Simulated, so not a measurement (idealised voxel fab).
voxel ribs on slabs: a process module
The cross-section shown here is cut; it is 145 nm wide and divided into square cells measuring 5 nm on a side.
Reading order for cross-sections: top band down to bottom band. Underlying form: a grid of square cells. Band size: one or more rows of cells. This entry defines a band. It first specifies the height of the band's top and the height of its bottom in nm, and then specifies the band's materials from left to right, stating each material with its width in nm. The word "full width" identifies a single material that fills the band from edge to edge, while the word "empty" identifies empty space. The reference from which all heights are counted is 0, the level beneath which the as-received wafer is entirely one material; the lowest band, having no lower bound, proceeds downward and is written after the example "0 and below". The two numbers in a width such as "30 to 40" mark its ends across the band: the first belongs to the top row of cells, the second to the bottom row, and from each row to the next the width moves by the same amount. The designation "nothing changed", where it is given for a processing step, indicates that no cell of the cross-section was altered in the course of that step. Look at "Completely sealed voids" for the closed voids: empty spaces with no open path to the top, sized 8 cells or up. Each is width x height at distance, distance from the left edge, all nm. What comes after the settings on a step's line is commentary from the simulator itself on that step. "overlay nm" on a masked step: distance the mask lay right of its planned place, negative for left.
-- Process steps - plan
1. RECEIVE (material Si)
2. DIRECTIONAL_DEP (material SiO2; thk nm 25)
3. DIRECTIONAL_DEP (material SiN; thk nm 15)
4. PATTERN (tone cover; mask id RIB; material resist; width nm 25; thk nm 20; overlay nm 0)
5. DIRECTIONAL_ETCH (etch materials SiN; depth nm 5)
6. STRIP (etch materials resist)
7. PATTERN (tone cover; mask id SLAB; material resist; width nm 85; thk nm 15; overlay nm 0)
8. DIRECTIONAL_ETCH (etch materials SiN; depth nm 10)
9. STRIP (etch materials resist)
10. FILL_DEP (material SiO2; thk nm 15)
11. CMP (height nm 50)
12. DIRECTIONAL_DEP (material W; thk nm 10)
13. PATTERN (tone cover; mask id HEATER; material resist; width nm 35; thk nm 20; overlay nm 0)
14. DIRECTIONAL_ETCH (etch materials W; depth nm 10)
15. STRIP (etch materials resist)
16. CONFORMAL_DEP (material SiO2; thk nm 5)
-- Wafer at receipt (post step 1), cross-section
* 0 and below: Si full width
* Completely sealed voids: none
-- The cross-section shown corresponds to the wafer at the conclusion of the module. The initial structure and the process plan are those presented above; however, one mistake occurred in executing the plan
* 65 down to 60: SiO2 full width
* 60 down to 50: SiN full width
* 50 down to 40: SiO2 full width
* 40 down to 35: SiO2=60  SiN=25  SiO2=60
* 35 down to 25: SiO2=30  SiN=85  SiO2=30
* 25 down to 0: SiO2 full width
* 0 and below: Si full width
* Completely sealed voids: none
What was the processing mistake? step 12 was run on a setting that differed from the plan, and what really ran there is DIRECTIONAL_DEP (material SiN; thk nm 10)
